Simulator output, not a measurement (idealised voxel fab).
process module | voxel self aligned contacts
cross-section cut | 240 nm wide | cells 5 nm
A cross-section is a grid of square cells, given in bands from the top down. A band is one or more rows of cells.
Each band's line starts with the height of the band's top and of its bottom, in nm. Then come its materials from left to right, each with its width in nm. One material with "throughout" fills the band from edge to edge. "air" is empty space.
Height 0 is the level under which the wafer as received is all one material. The lowest band goes on downwards, as in "0 down".
A width such as "30 to 40" changes by the same amount from each row of cells to the next, from the band's top row to its bottom row.
"no change" after a step means that no cell of the cross-section changed.
closed voids: empty space of 8 cells or more with no open way to the top, each as width x height at its distance from the left edge, in nm
after a step's settings: what the simulator itself notes on the step
overlay nm, on a step with a mask: how far to the right of its planned place the mask lay; to the left if negative
plan
1 op RECEIVE | material Si
2 op OXIDIZE | depth nm 5
3 op DIRECTIONAL_DEP | material polySi | thk nm 20
4 op DIRECTIONAL_DEP | material SiN | thk nm 15
5 op PATTERN | tone cover | mask id GATE | material resist | width nm 30 | pitch nm 60 | thk nm 20 | overlay nm 0
6 op DIRECTIONAL_ETCH | etch materials SiN | depth nm 15
7 op DIRECTIONAL_ETCH | etch materials polySi | depth nm 20
8 op STRIP | etch materials resist
9 op CONFORMAL_DEP | material SiN | thk nm 5
10 op DIRECTIONAL_ETCH | etch materials SiN | depth nm 5
11 op FILL_DEP | material SiO2 | thk nm 15
12 op CMP | height nm 40
13 op PATTERN | tone open | mask id CONTACT | material resist | width nm 40 | thk nm 15 | overlay nm 0
14 op DIRECTIONAL_ETCH | etch materials SiO2 | depth nm 45
15 op STRIP | etch materials resist
16 op CONFORMAL_DEP | material TiN | thk nm 5
17 op FILL_DEP | material Ru | thk nm 5
18 op CMP | height nm 40
19 op CONFORMAL_DEP | material SiCN | thk nm 5
first wafer, as planned
as received, after step 1
  0 down: Si throughout
  closed voids: none
after step 2
  0 to -5: SiO2 throughout
  below -5: unchanged
after step 3
  20 to 0: polySi throughout
  below 0: unchanged
after step 4
  35 to 20: SiN throughout
  below 20: unchanged
after step 5
  55 to 35: air 75 | resist 30 | air 30 | resist 30 | air 75
  below 35: unchanged
after step 6
  55 to 35: air 75 | resist 30 | air 30 | resist 30 | air 75
  35 to 20: air 75 | SiN 30 | air 30 | SiN 30 | air 75
  below 20: unchanged
after step 7
  55 to 35: air 75 | resist 30 | air 30 | resist 30 | air 75
  35 to 20: air 75 | SiN 30 | air 30 | SiN 30 | air 75
  20 to 0: air 75 | polySi 30 | air 30 | polySi 30 | air 75
  below 0: unchanged
after step 8
  35 to 20: air 75 | SiN 30 | air 30 | SiN 30 | air 75
  below 20: unchanged
after step 9
  40 to 20: air 70 | SiN 40 | air 20 | SiN 40 | air 70
  20 to 5: air 70 | SiN 5 | polySi 30 | SiN 5 | air 20 | SiN 5 | polySi 30 | SiN 5 | air 70
  5 to 0: SiN 75 | polySi 30 | SiN 30 | polySi 30 | SiN 75
  below 0: unchanged
after step 10
  35 to 20: air 70 | SiN 40 | air 20 | SiN 40 | air 70
  20 to 0: air 70 | SiN 5 | polySi 30 | SiN 5 | air 20 | SiN 5 | polySi 30 | SiN 5 | air 70
  below 0: unchanged
after step 11
  50 to 35: SiO2 throughout
  35 to 20: SiO2 70 | SiN 40 | SiO2 20 | SiN 40 | SiO2 70
  20 to 0: SiO2 70 | SiN 5 | polySi 30 | SiN 5 | SiO2 20 | SiN 5 | polySi 30 | SiN 5 | SiO2 70
  below 0: unchanged
after step 12
  40 to 35: SiO2 throughout
  below 35: unchanged
after step 13
  55 to 40: resist 100 | air 40 | resist 100
  below 40: unchanged
after step 14
  55 to 40: resist 100 | air 40 | resist 100
  40 to 35: SiO2 100 | air 40 | SiO2 100
  35 to 20: SiO2 70 | SiN 40 | air 20 | SiN 40 | SiO2 70
  20 to 0: SiO2 70 | SiN 5 | polySi 30 | SiN 5 | air 20 | SiN 5 | polySi 30 | SiN 5 | SiO2 70
  0 to -5: SiO2 110 | air 20 | SiO2 110
  below -5: unchanged
after step 15
  40 to 35: SiO2 100 | air 40 | SiO2 100
  below 35: unchanged
after step 16
  45 to 40: TiN 105 | air 30 | TiN 105
  40 to 35: SiO2 100 | TiN 15 | air 10 | TiN 15 | SiO2 100
  35 to 20: SiO2 70 | SiN 40 | TiN 5 | air 10 | TiN 5 | SiN 40 | SiO2 70
  20 to 0: SiO2 70 | SiN 5 | polySi 30 | SiN 5 | TiN 5 | air 10 | TiN 5 | SiN 5 | polySi 30 | SiN 5 | SiO2 70
  0 to -5: SiO2 110 | TiN 20 | SiO2 110
  below -5: unchanged
after step 17
  50 to 45: Ru throughout
  45 to 40: TiN 105 | Ru 30 | TiN 105
  40 to 35: SiO2 100 | TiN 15 | Ru 10 | TiN 15 | SiO2 100
  35 to 20: SiO2 70 | SiN 40 | TiN 5 | Ru 10 | TiN 5 | SiN 40 | SiO2 70
  20 to 0: SiO2 70 | SiN 5 | polySi 30 | SiN 5 | TiN 5 | Ru 10 | TiN 5 | SiN 5 | polySi 30 | SiN 5 | SiO2 70
  below 0: unchanged
after step 18
  40 to 35: SiO2 100 | TiN 15 | Ru 10 | TiN 15 | SiO2 100
  below 35: unchanged
after step 19
  45 to 40: SiCN throughout
  below 40: unchanged
second wafer: like start, like plan, one mistake. Through step 2 it matches the first wafer
when step 3 should have ended
  40 to 0: polySi throughout
  below 0: unchanged
when step 4 should have ended
  55 to 40: SiN throughout
  below 40: unchanged
when step 5 should have ended
  75 to 55: air 75 | resist 30 | air 30 | resist 30 | air 75
  below 55: unchanged
when step 6 should have ended
  75 to 55: air 75 | resist 30 | air 30 | resist 30 | air 75
  55 to 40: air 75 | SiN 30 | air 30 | SiN 30 | air 75
  below 40: unchanged
when step 7 should have ended
  75 to 55: air 75 | resist 30 | air 30 | resist 30 | air 75
  55 to 40: air 75 | SiN 30 | air 30 | SiN 30 | air 75
  40 to 20: air 75 | polySi 30 | air 30 | polySi 30 | air 75
  below 20: unchanged
when step 8 should have ended
  55 to 40: air 75 | SiN 30 | air 30 | SiN 30 | air 75
  below 40: unchanged
when step 9 should have ended
  60 to 40: air 70 | SiN 40 | air 20 | SiN 40 | air 70
  40 to 25: air 70 | SiN 5 | polySi 30 | SiN 5 | air 20 | SiN 5 | polySi 30 | SiN 5 | air 70
  25 to 20: SiN 75 | polySi 30 | SiN 30 | polySi 30 | SiN 75
  below 20: unchanged
when step 10 should have ended
  55 to 40: air 70 | SiN 40 | air 20 | SiN 40 | air 70
  40 to 20: air 70 | SiN 5 | polySi 30 | SiN 5 | air 20 | SiN 5 | polySi 30 | SiN 5 | air 70
  below 20: unchanged
when step 11 should have ended
  70 to 55: SiO2 throughout
  55 to 40: SiO2 70 | SiN 40 | SiO2 20 | SiN 40 | SiO2 70
  40 to 20: SiO2 70 | SiN 5 | polySi 30 | SiN 5 | SiO2 20 | SiN 5 | polySi 30 | SiN 5 | SiO2 70
  below 20: unchanged
when step 12 should have ended
  40 to 20: SiO2 70 | SiN 5 | polySi 30 | SiN 5 | SiO2 20 | SiN 5 | polySi 30 | SiN 5 | SiO2 70
  below 20: unchanged
when step 13 should have ended
  55 to 40: resist 100 | air 40 | resist 100
  below 40: unchanged
when step 14 should have ended
  55 to 40: resist 100 | air 40 | resist 100
  40 to 20: SiO2 70 | SiN 5 | polySi 30 | SiN 5 | air 20 | SiN 5 | polySi 30 | SiN 5 | SiO2 70
  below 20: unchanged
when step 15 should have ended
  40 to 20: SiO2 70 | SiN 5 | polySi 30 | SiN 5 | air 20 | SiN 5 | polySi 30 | SiN 5 | SiO2 70
  below 20: unchanged
when step 16 should have ended
  45 to 40: TiN 115 | air 10 | TiN 115
  40 to 25: SiO2 70 | SiN 5 | polySi 30 | SiN 5 | TiN 5 | air 10 | TiN 5 | SiN 5 | polySi 30 | SiN 5 | SiO2 70
  25 to 20: SiO2 70 | SiN 5 | polySi 30 | SiN 5 | TiN 20 | SiN 5 | polySi 30 | SiN 5 | SiO2 70
  below 20: unchanged
when step 17 should have ended
  50 to 45: Ru throughout
  45 to 40: TiN 115 | Ru 10 | TiN 115
  40 to 25: SiO2 70 | SiN 5 | polySi 30 | SiN 5 | TiN 5 | Ru 10 | TiN 5 | SiN 5 | polySi 30 | SiN 5 | SiO2 70
  below 25: unchanged
when step 18 should have ended
  40 to 25: SiO2 70 | SiN 5 | polySi 30 | SiN 5 | TiN 5 | Ru 10 | TiN 5 | SiN 5 | polySi 30 | SiN 5 | SiO2 70
  below 25: unchanged
when step 19 should have ended
  45 to 40: SiCN throughout
  below 40: unchanged
what went wrong: step 3 was run twice
at the end the second wafer has, in cells: 10 fewer of Ru | 48 fewer of SiN | 120 fewer of SiO2 | 14 fewer of TiN | 192 more of polySi
